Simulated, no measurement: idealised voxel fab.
Presented below is a process module, voxel trench capacitor.
Displayed cross-section: cut, width of 160 nm, square cells sized 5 nm.
In this document a cross-section is written as a grid of square cells. It is given as a series of bands, listed from the top down, and a band is one or more rows of cells.
Each band's line starts with the height of the band's top and of its bottom, in nm. Then come its materials from left to right, each with its width in nm. One material with "edge to edge" fills the band from edge to edge. "air" is empty space.
Height datum 0, below which the as-received substrate wafer is one material. Lowest band open at the bottom, running downward: "0..down".
Note: "30 to 40" means the width goes from the first number (top row of the band) to the second number (bottom row) in equal steps per row of cells.
When a step is marked "remained unchanged", none of the cells in the cross-section changed during that step.
In the "Sealed-off cavities" entry, you get each enclosed empty space of 8 cells or more, one with no open way to the top, written width x height at distance, distance from the left edge, in nm.
It should be noted that, on the line of a given step, the content following the step's settings is a remark produced by the simulator itself with respect to that step.
Regarding "overlay nm": on a step with a mask, it is the distance the mask lay to the right of its planned place; a negative value places it to the left.

## plan
- 1: RECEIVE [material Si]
- 2: CONFORMAL_DEP [material SiN] [thk nm 10]
- 3: MASKED_ETCH [tone open] [mask id TRENCH] [width nm 30] [pitch nm 45] [etch materials SiN] [depth nm 10] [overlay nm 0]
- 4: MASKED_ETCH [tone open] [mask id TRENCH] [width nm 30] [pitch nm 45] [etch materials Si] [depth nm 40] [overlay nm -15]
- 5: CONFORMAL_DEP [material Al2O3] [thk nm 5]
- 6: CONFORMAL_DEP [material TiN] [thk nm 5]
- 7: FILL_DEP [material W] [thk nm 5]
- 8: CMP [height nm 10]
Be aware that, although all wafers share a common starting state, the overlay nm at step 4 differs among them, and the plan displays the first wafer's value.

## First of several wafers, received after step 1, in cross-section
* 0..down  Si edge to edge
* Sealed-off cavities: none

## Take a look at the first of several wafers in cross-section: the module is done, and step 8 was its last step
* 10..0  40 of SiN | 5 of Al2O3 | 20 to 5 of TiN | 5 to 20 of Al2O3 | 15 of SiN | 5 of Al2O3 | 20 to 5 of TiN | 5 to 20 of Al2O3 | 45 of SiN
* 0..-35  40 of Si | 5 of Al2O3 | 5 of TiN | 5 of Al2O3 | 30 of Si | 5 of Al2O3 | 5 of TiN | 5 of Al2O3 | 60 of Si
* -35..-40  40 of Si | 15 of Al2O3 | 30 of Si | 15 of Al2O3 | 60 of Si
* -40..down  Si edge to edge
* Sealed-off cavities: none

## The module's end: a cross-section of the last wafer
* 10..0  40 of SiN | 5 to 20 of Al2O3 | 20 to 5 of TiN | 5 of Al2O3 | 15 of SiN | 5 to 20 of Al2O3 | 20 to 5 of TiN | 5 of Al2O3 | 45 of SiN
* 0..-35  55 of Si | 5 of Al2O3 | 5 of TiN | 5 of Al2O3 | 30 of Si | 5 of Al2O3 | 5 of TiN | 5 of Al2O3 | 45 of Si
* -35..-40  55 of Si | 15 of Al2O3 | 30 of Si | 15 of Al2O3 | 45 of Si
* -40..down  Si edge to edge
* Sealed-off cavities: none

## Table: wafers, a row each; end-of-module cell change per material since receipt, gain (+), loss (-); then closed voids
overlay nm -15 | +48 Al2O3 | -48 Si | +40 SiN | +24 TiN | Sealed-off cavities: none
overlay nm -10 | +48 Al2O3 | -64 Si | +40 SiN | +40 TiN | Sealed-off cavities: none
overlay nm -5 | +48 Al2O3 | -80 Si | +40 SiN | +40 TiN | +16 W | Sealed-off cavities: none
overlay nm 0 | +48 Al2O3 | -96 Si | +40 SiN | +40 TiN | +32 W | Sealed-off cavities: none
overlay nm 5 | +48 Al2O3 | -80 Si | +40 SiN | +40 TiN | +16 W | Sealed-off cavities: none
overlay nm 10 | +48 Al2O3 | -64 Si | +40 SiN | +40 TiN | Sealed-off cavities: none
overlay nm 15 | +48 Al2O3 | -48 Si | +40 SiN | +24 TiN | Sealed-off cavities: none
